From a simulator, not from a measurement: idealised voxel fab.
process module | voxel self aligned contacts
cross-section cut | 170 nm wide | cells 5 nm
A cross-section is a grid of square cells, given in bands from the top down. A band is one or more rows of cells.
Each band's line starts with the height of the band's top and of its bottom, in nm. Then come its materials from left to right, each with its width in nm. One material with "throughout" fills the band from edge to edge. "air" is empty space.
Height 0 is the level under which the wafer as received is all one material. The lowest band goes on downwards, as in "0 down".
A width such as "30 to 40" changes by the same amount from each row of cells to the next, from the band's top row to its bottom row.
"no change" after a step means that no cell of the cross-section changed.
closed voids: empty space of 8 cells or more with no open way to the top, each as width x height at its distance from the left edge, in nm
after a step's settings: what the simulator itself notes on the step
overlay nm, on a step with a mask: how far to the right of its planned place the mask lay; to the left if negative
plan
1 op RECEIVE | material Si
2 op OXIDIZE | depth nm 5
3 op DIRECTIONAL_DEP | material polySi | thk nm 30
4 op DIRECTIONAL_DEP | material SiN | thk nm 20
5 op PATTERN | tone cover | mask id GATE | material resist | width nm 25 | pitch nm 50 | thk nm 20 | overlay nm 0
6 op DIRECTIONAL_ETCH | etch materials SiN | depth nm 20
7 op DIRECTIONAL_ETCH | etch materials polySi | depth nm 30
8 op STRIP | etch materials resist
9 op CONFORMAL_DEP | material SiN | thk nm 5
10 op DIRECTIONAL_ETCH | etch materials SiN | depth nm 5
11 op FILL_DEP | material SiO2 | thk nm 15
12 op CMP | height nm 55
13 op MASKED_ETCH | tone open | mask id CONTACT | width nm 35 | etch materials SiO2 | depth nm 60 | overlay nm 0
14 op CONFORMAL_DEP | material TiN | thk nm 5
15 op FILL_DEP | material W | thk nm 10
16 op CMP | height nm 55
17 op CONFORMAL_DEP | material SiCN | thk nm 5
first wafer, as planned
as received, after step 1
  0 down: Si throughout
  closed voids: none
after step 2
  0 to -5: SiO2 throughout
  below -5: unchanged
after step 3
  30 to 0: polySi throughout
  below 0: unchanged
after step 4
  50 to 30: SiN throughout
  below 30: unchanged
after step 5
  70 to 50: air 45 | resist 25 | air 25 | resist 25 | air 50
  below 50: unchanged
after step 6
  70 to 50: air 45 | resist 25 | air 25 | resist 25 | air 50
  50 to 30: air 45 | SiN 25 | air 25 | SiN 25 | air 50
  below 30: unchanged
after step 7
  70 to 50: air 45 | resist 25 | air 25 | resist 25 | air 50
  50 to 30: air 45 | SiN 25 | air 25 | SiN 25 | air 50
  30 to 0: air 45 | polySi 25 | air 25 | polySi 25 | air 50
  below 0: unchanged
after step 8
  50 to 30: air 45 | SiN 25 | air 25 | SiN 25 | air 50
  below 30: unchanged
after step 9
  55 to 30: air 40 | SiN 35 | air 15 | SiN 35 | air 45
  30 to 5: air 40 | SiN 5 | polySi 25 | SiN 5 | air 15 | SiN 5 | polySi 25 | SiN 5 | air 45
  5 to 0: SiN 45 | polySi 25 | SiN 25 | polySi 25 | SiN 50
  below 0: unchanged
after step 10
  50 to 30: air 40 | SiN 35 | air 15 | SiN 35 | air 45
  30 to 0: air 40 | SiN 5 | polySi 25 | SiN 5 | air 15 | SiN 5 | polySi 25 | SiN 5 | air 45
  below 0: unchanged
after step 11
  65 to 50: SiO2 throughout
  50 to 30: SiO2 40 | SiN 35 | SiO2 15 | SiN 35 | SiO2 45
  30 to 0: SiO2 40 | SiN 5 | polySi 25 | SiN 5 | SiO2 15 | SiN 5 | polySi 25 | SiN 5 | SiO2 45
  below 0: unchanged
after step 12
  55 to 50: SiO2 throughout
  below 50: unchanged
after step 13
  55 to 50: SiO2 65 | air 35 | SiO2 70
  50 to 30: SiO2 40 | SiN 35 | air 15 | SiN 35 | SiO2 45
  30 to 0: SiO2 40 | SiN 5 | polySi 25 | SiN 5 | air 15 | SiN 5 | polySi 25 | SiN 5 | SiO2 45
  0 to -5: SiO2 75 | air 15 | SiO2 80
  below -5: unchanged
after step 14
  60 to 55: TiN 70 | air 25 | TiN 75
  55 to 50: SiO2 65 | TiN 15 | air 5 | TiN 15 | SiO2 70
  50 to 30: SiO2 40 | SiN 35 | TiN 5 | air 5 | TiN 5 | SiN 35 | SiO2 45
  30 to 0: SiO2 40 | SiN 5 | polySi 25 | SiN 5 | TiN 5 | air 5 | TiN 5 | SiN 5 | polySi 25 | SiN 5 | SiO2 45
  0 to -5: SiO2 75 | TiN 15 | SiO2 80
  below -5: unchanged
after step 15
  70 to 60: W throughout
  60 to 55: TiN 70 | W 25 | TiN 75
  55 to 50: SiO2 65 | TiN 15 | W 5 | TiN 15 | SiO2 70
  50 to 30: SiO2 40 | SiN 35 | TiN 5 | W 5 | TiN 5 | SiN 35 | SiO2 45
  30 to 0: SiO2 40 | SiN 5 | polySi 25 | SiN 5 | TiN 5 | W 5 | TiN 5 | SiN 5 | polySi 25 | SiN 5 | SiO2 45
  below 0: unchanged
after step 16
  55 to 50: SiO2 65 | TiN 15 | W 5 | TiN 15 | SiO2 70
  below 50: unchanged
after step 17
  60 to 55: SiCN throughout
  below 55: unchanged
second wafer: like start, like plan, one mistake. Through step 1 it matches the first wafer
when step 2 should have ended: no change
when step 3 should have ended
  30 to 0: polySi throughout
  below 0: unchanged
when step 4 should have ended
  50 to 30: SiN throughout
  below 30: unchanged
when step 5 should have ended
  70 to 50: air 45 | resist 25 | air 25 | resist 25 | air 50
  below 50: unchanged
when step 6 should have ended
  70 to 50: air 45 | resist 25 | air 25 | resist 25 | air 50
  50 to 30: air 45 | SiN 25 | air 25 | SiN 25 | air 50
  below 30: unchanged
when step 7 should have ended
  70 to 50: air 45 | resist 25 | air 25 | resist 25 | air 50
  50 to 30: air 45 | SiN 25 | air 25 | SiN 25 | air 50
  30 to 0: air 45 | polySi 25 | air 25 | polySi 25 | air 50
  below 0: unchanged
when step 8 should have ended
  50 to 30: air 45 | SiN 25 | air 25 | SiN 25 | air 50
  below 30: unchanged
when step 9 should have ended
  55 to 30: air 40 | SiN 35 | air 15 | SiN 35 | air 45
  30 to 5: air 40 | SiN 5 | polySi 25 | SiN 5 | air 15 | SiN 5 | polySi 25 | SiN 5 | air 45
  5 to 0: SiN 45 | polySi 25 | SiN 25 | polySi 25 | SiN 50
  below 0: unchanged
when step 10 should have ended
  50 to 30: air 40 | SiN 35 | air 15 | SiN 35 | air 45
  30 to 0: air 40 | SiN 5 | polySi 25 | SiN 5 | air 15 | SiN 5 | polySi 25 | SiN 5 | air 45
  below 0: unchanged
when step 11 should have ended
  65 to 50: SiO2 throughout
  50 to 30: SiO2 40 | SiN 35 | SiO2 15 | SiN 35 | SiO2 45
  30 to 0: SiO2 40 | SiN 5 | polySi 25 | SiN 5 | SiO2 15 | SiN 5 | polySi 25 | SiN 5 | SiO2 45
  below 0: unchanged
when step 12 should have ended
  55 to 50: SiO2 throughout
  below 50: unchanged
when step 13 should have ended
  55 to 50: SiO2 65 | air 35 | SiO2 70
  50 to 30: SiO2 40 | SiN 35 | air 15 | SiN 35 | SiO2 45
  30 to 0: SiO2 40 | SiN 5 | polySi 25 | SiN 5 | air 15 | SiN 5 | polySi 25 | SiN 5 | SiO2 45
  below 0: unchanged
when step 14 should have ended
  60 to 55: TiN 70 | air 25 | TiN 75
  55 to 50: SiO2 65 | TiN 15 | air 5 | TiN 15 | SiO2 70
  50 to 30: SiO2 40 | SiN 35 | TiN 5 | air 5 | TiN 5 | SiN 35 | SiO2 45
  30 to 5: SiO2 40 | SiN 5 | polySi 25 | SiN 5 | TiN 5 | air 5 | TiN 5 | SiN 5 | polySi 25 | SiN 5 | SiO2 45
  5 to 0: SiO2 40 | SiN 5 | polySi 25 | SiN 5 | TiN 15 | SiN 5 | polySi 25 | SiN 5 | SiO2 45
  below 0: unchanged
when step 15 should have ended
  70 to 60: W throughout
  60 to 55: TiN 70 | W 25 | TiN 75
  55 to 50: SiO2 65 | TiN 15 | W 5 | TiN 15 | SiO2 70
  50 to 30: SiO2 40 | SiN 35 | TiN 5 | W 5 | TiN 5 | SiN 35 | SiO2 45
  30 to 5: SiO2 40 | SiN 5 | polySi 25 | SiN 5 | TiN 5 | W 5 | TiN 5 | SiN 5 | polySi 25 | SiN 5 | SiO2 45
  below 5: unchanged
when step 16 should have ended
  55 to 50: SiO2 65 | TiN 15 | W 5 | TiN 15 | SiO2 70
  below 50: unchanged
when step 17 should have ended
  60 to 55: SiCN throughout
  below 55: unchanged
what went wrong: step 2 was left out
at the end the second wafer has, in cells: 34 more of Si | 31 fewer of SiO2 | 2 fewer of TiN | 1 fewer of W
